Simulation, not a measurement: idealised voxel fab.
process module | voxel self aligned contacts
cross-section cut | 285 nm wide | cells 5 nm
A cross-section is a grid of square cells, given in bands from the top down. A band is one or more rows of cells.
Each band's line starts with the height of the band's top and of its bottom, in nm. Then come its materials from left to right, each with its width in nm. One material with "throughout" fills the band from edge to edge. "air" is empty space.
Height 0 is the level under which the wafer as received is all one material. The lowest band goes on downwards, as in "0 down".
A width such as "30 to 40" changes by the same amount from each row of cells to the next, from the band's top row to its bottom row.
"no change" after a step means that no cell of the cross-section changed.
closed voids: empty space of 8 cells or more with no open way to the top, each as width x height at its distance from the left edge, in nm
after a step's settings: what the simulator itself notes on the step
overlay nm, on a step with a mask: how far to the right of its planned place the mask lay; to the left if negative
plan
1 op RECEIVE | material Si
2 op OXIDIZE | depth nm 5
3 op DIRECTIONAL_DEP | material polySi | thk nm 30
4 op DIRECTIONAL_DEP | material SiN | thk nm 25
5 op PATTERN | tone cover | mask id GATE | material resist | width nm 35 | pitch nm 75 | thk nm 20 | overlay nm 0
6 op DIRECTIONAL_ETCH | etch materials SiN | depth nm 25
7 op DIRECTIONAL_ETCH | etch materials polySi | depth nm 30
8 op STRIP | etch materials resist
9 op CONFORMAL_DEP | material SiN | thk nm 10
10 op DIRECTIONAL_ETCH | etch materials SiN | depth nm 10
11 op FILL_DEP | material SiO2 | thk nm 20
12 op CMP | height nm 65
13 op PATTERN | tone open | mask id CONTACT | material resist | width nm 50 | pitch nm 75 | thk nm 15 | overlay nm 0
14 op DIRECTIONAL_ETCH | etch materials SiO2 | depth nm 70
15 op STRIP | etch materials resist
16 op CONFORMAL_DEP | material TiN | thk nm 5
17 op FILL_DEP | material W | thk nm 10
18 op CMP | height nm 65
19 op CONFORMAL_DEP | material SiN | thk nm 5
first wafer, as planned
as received, after step 1
  0 down: Si throughout
  closed voids: none
after step 2
  0 to -5: SiO2 throughout
  below -5: unchanged
after step 3
  30 to 0: polySi throughout
  below 0: unchanged
after step 4
  55 to 30: SiN throughout
  below 30: unchanged
after step 5
  75 to 55: air 50 | resist 35 | air 40 | resist 35 | air 40 | resist 35 | air 50
  below 55: unchanged
after step 6
  75 to 55: air 50 | resist 35 | air 40 | resist 35 | air 40 | resist 35 | air 50
  55 to 30: air 50 | SiN 35 | air 40 | SiN 35 | air 40 | SiN 35 | air 50
  below 30: unchanged
after step 7
  75 to 55: air 50 | resist 35 | air 40 | resist 35 | air 40 | resist 35 | air 50
  55 to 30: air 50 | SiN 35 | air 40 | SiN 35 | air 40 | SiN 35 | air 50
  30 to 0: air 50 | polySi 35 | air 40 | polySi 35 | air 40 | polySi 35 | air 50
  below 0: unchanged
after step 8
  55 to 30: air 50 | SiN 35 | air 40 | SiN 35 | air 40 | SiN 35 | air 50
  below 30: unchanged
after step 9
  65 to 30: air 40 | SiN 55 | air 20 | SiN 55 | air 20 | SiN 55 | air 40
  30 to 10: air 40 | SiN 10 | polySi 35 | SiN 10 | air 20 | SiN 10 | polySi 35 | SiN 10 | air 20 | SiN 10 | polySi 35 | SiN 10 | air 40
  10 to 0: SiN 50 | polySi 35 | SiN 40 | polySi 35 | SiN 40 | polySi 35 | SiN 50
  below 0: unchanged
after step 10
  55 to 30: air 40 | SiN 55 | air 20 | SiN 55 | air 20 | SiN 55 | air 40
  30 to 0: air 40 | SiN 10 | polySi 35 | SiN 10 | air 20 | SiN 10 | polySi 35 | SiN 10 | air 20 | SiN 10 | polySi 35 | SiN 10 | air 40
  below 0: unchanged
after step 11
  75 to 55: SiO2 throughout
  55 to 30: SiO2 40 | SiN 55 | SiO2 20 | SiN 55 | SiO2 20 | SiN 55 | SiO2 40
  30 to 0: SiO2 40 | SiN 10 | polySi 35 | SiN 10 | SiO2 20 | SiN 10 | polySi 35 | SiN 10 | SiO2 20 | SiN 10 | polySi 35 | SiN 10 | SiO2 40
  below 0: unchanged
after step 12
  65 to 55: SiO2 throughout
  below 55: unchanged
after step 13
  80 to 65: resist 80 | air 50 | resist 25 | air 50 | resist 80
  below 65: unchanged
after step 14
  80 to 65: resist 80 | air 50 | resist 25 | air 50 | resist 80
  65 to 55: SiO2 80 | air 50 | SiO2 25 | air 50 | SiO2 80
  55 to 30: SiO2 40 | SiN 55 | air 20 | SiN 55 | air 20 | SiN 55 | SiO2 40
  30 to 0: SiO2 40 | SiN 10 | polySi 35 | SiN 10 | air 20 | SiN 10 | polySi 35 | SiN 10 | air 20 | SiN 10 | polySi 35 | SiN 10 | SiO2 40
  0 to -5: SiO2 95 | air 20 | SiO2 55 | air 20 | SiO2 95
  below -5: unchanged
after step 15
  65 to 55: SiO2 80 | air 50 | SiO2 25 | air 50 | SiO2 80
  below 55: unchanged
after step 16
  70 to 65: TiN 85 | air 40 | TiN 35 | air 40 | TiN 85
  65 to 55: SiO2 80 | TiN 5 to 20 | air 40 to 10 | TiN 5 to 20 | SiO2 25 | TiN 5 to 20 | air 40 to 10 | TiN 5 to 20 | SiO2 80
  55 to 30: SiO2 40 | SiN 55 | TiN 5 | air 10 | TiN 5 | SiN 55 | TiN 5 | air 10 | TiN 5 | SiN 55 | SiO2 40
  30 to 0: SiO2 40 | SiN 10 | polySi 35 | SiN 10 | TiN 5 | air 10 | TiN 5 | SiN 10 | polySi 35 | SiN 10 | TiN 5 | air 10 | TiN 5 | SiN 10 | polySi 35 | SiN 10 | SiO2 40
  0 to -5: SiO2 95 | TiN 20 | SiO2 55 | TiN 20 | SiO2 95
  below -5: unchanged
after step 17
  80 to 70: W throughout
  70 to 65: TiN 85 | W 40 | TiN 35 | W 40 | TiN 85
  65 to 55: SiO2 80 | TiN 5 to 20 | W 40 to 10 | TiN 5 to 20 | SiO2 25 | TiN 5 to 20 | W 40 to 10 | TiN 5 to 20 | SiO2 80
  55 to 30: SiO2 40 | SiN 55 | TiN 5 | W 10 | TiN 5 | SiN 55 | TiN 5 | W 10 | TiN 5 | SiN 55 | SiO2 40
  30 to 0: SiO2 40 | SiN 10 | polySi 35 | SiN 10 | TiN 5 | W 10 | TiN 5 | SiN 10 | polySi 35 | SiN 10 | TiN 5 | W 10 | TiN 5 | SiN 10 | polySi 35 | SiN 10 | SiO2 40
  below 0: unchanged
after step 18
  65 to 55: SiO2 80 | TiN 5 to 20 | W 40 to 10 | TiN 5 to 20 | SiO2 25 | TiN 5 to 20 | W 40 to 10 | TiN 5 to 20 | SiO2 80
  below 55: unchanged
after step 19
  70 to 65: SiN throughout
  below 65: unchanged
second wafer: like start, like plan, one mistake. Through step 4 it matches the first wafer
when step 5 should have ended
  75 to 55: air 55 | resist 25 | air 50 | resist 25 | air 50 | resist 25 | air 55
  below 55: unchanged
when step 6 should have ended
  75 to 55: air 55 | resist 25 | air 50 | resist 25 | air 50 | resist 25 | air 55
  55 to 30: air 55 | SiN 25 | air 50 | SiN 25 | air 50 | SiN 25 | air 55
  below 30: unchanged
when step 7 should have ended
  75 to 55: air 55 | resist 25 | air 50 | resist 25 | air 50 | resist 25 | air 55
  55 to 30: air 55 | SiN 25 | air 50 | SiN 25 | air 50 | SiN 25 | air 55
  30 to 0: air 55 | polySi 25 | air 50 | polySi 25 | air 50 | polySi 25 | air 55
  below 0: unchanged
when step 8 should have ended
  55 to 30: air 55 | SiN 25 | air 50 | SiN 25 | air 50 | SiN 25 | air 55
  below 30: unchanged
when step 9 should have ended
  65 to 30: air 45 | SiN 45 | air 30 | SiN 45 | air 30 | SiN 45 | air 45
  30 to 10: air 45 | SiN 10 | polySi 25 | SiN 10 | air 30 | SiN 10 | polySi 25 | SiN 10 | air 30 | SiN 10 | polySi 25 | SiN 10 | air 45
  10 to 0: SiN 55 | polySi 25 | SiN 50 | polySi 25 | SiN 50 | polySi 25 | SiN 55
  below 0: unchanged
when step 10 should have ended
  55 to 30: air 45 | SiN 45 | air 30 | SiN 45 | air 30 | SiN 45 | air 45
  30 to 0: air 45 | SiN 10 | polySi 25 | SiN 10 | air 30 | SiN 10 | polySi 25 | SiN 10 | air 30 | SiN 10 | polySi 25 | SiN 10 | air 45
  below 0: unchanged
when step 11 should have ended
  75 to 55: SiO2 throughout
  55 to 30: SiO2 45 | SiN 45 | SiO2 30 | SiN 45 | SiO2 30 | SiN 45 | SiO2 45
  30 to 0: SiO2 45 | SiN 10 | polySi 25 | SiN 10 | SiO2 30 | SiN 10 | polySi 25 | SiN 10 | SiO2 30 | SiN 10 | polySi 25 | SiN 10 | SiO2 45
  below 0: unchanged
when step 12 should have ended
  65 to 55: SiO2 throughout
  below 55: unchanged
when step 13 should have ended
  80 to 65: resist 80 | air 50 | resist 25 | air 50 | resist 80
  below 65: unchanged
when step 14 should have ended
  80 to 65: resist 80 | air 50 | resist 25 | air 50 | resist 80
  65 to 55: SiO2 80 | air 50 | SiO2 25 | air 50 | SiO2 80
  55 to 30: SiO2 45 | SiN 45 | air 30 | SiN 45 | air 30 | SiN 45 | SiO2 45
  30 to 0: SiO2 45 | SiN 10 | polySi 25 | SiN 10 | air 30 | SiN 10 | polySi 25 | SiN 10 | air 30 | SiN 10 | polySi 25 | SiN 10 | SiO2 45
  0 to -5: SiO2 90 | air 30 | SiO2 45 | air 30 | SiO2 90
  below -5: unchanged
when step 15 should have ended
  65 to 55: SiO2 80 | air 50 | SiO2 25 | air 50 | SiO2 80
  below 55: unchanged
when step 16 should have ended
  70 to 65: TiN 85 | air 40 | TiN 35 | air 40 | TiN 85
  65 to 55: SiO2 80 | TiN 5 to 15 | air 40 to 20 | TiN 5 to 15 | SiO2 25 | TiN 5 to 15 | air 40 to 20 | TiN 5 to 15 | SiO2 80
  55 to 30: SiO2 45 | SiN 45 | TiN 5 | air 20 | TiN 5 | SiN 45 | TiN 5 | air 20 | TiN 5 | SiN 45 | SiO2 45
  30 to 0: SiO2 45 | SiN 10 | polySi 25 | SiN 10 | TiN 5 | air 20 | TiN 5 | SiN 10 | polySi 25 | SiN 10 | TiN 5 | air 20 | TiN 5 | SiN 10 | polySi 25 | SiN 10 | SiO2 45
  0 to -5: SiO2 90 | TiN 30 | SiO2 45 | TiN 30 | SiO2 90
  below -5: unchanged
when step 17 should have ended
  80 to 70: W throughout
  70 to 65: TiN 85 | W 40 | TiN 35 | W 40 | TiN 85
  65 to 55: SiO2 80 | TiN 5 to 15 | W 40 to 20 | TiN 5 to 15 | SiO2 25 | TiN 5 to 15 | W 40 to 20 | TiN 5 to 15 | SiO2 80
  55 to 30: SiO2 45 | SiN 45 | TiN 5 | W 20 | TiN 5 | SiN 45 | TiN 5 | W 20 | TiN 5 | SiN 45 | SiO2 45
  30 to 0: SiO2 45 | SiN 10 | polySi 25 | SiN 10 | TiN 5 | W 20 | TiN 5 | SiN 10 | polySi 25 | SiN 10 | TiN 5 | W 20 | TiN 5 | SiN 10 | polySi 25 | SiN 10 | SiO2 45
  below 0: unchanged
when step 18 should have ended
  65 to 55: SiO2 80 | TiN 5 to 15 | W 40 to 20 | TiN 5 to 15 | SiO2 25 | TiN 5 to 15 | W 40 to 20 | TiN 5 to 15 | SiO2 80
  below 55: unchanged
when step 19 should have ended
  70 to 65: SiN throughout
  below 65: unchanged
what went wrong: step 5 ran as: op PATTERN | tone cover | mask id GATE | material resist | width nm 25 | pitch nm 75 | thk nm 20 | overlay nm 0
at the end the second wafer has, in cells: 30 fewer of SiN | 18 more of SiO2 | 48 more of W | 36 fewer of polySi
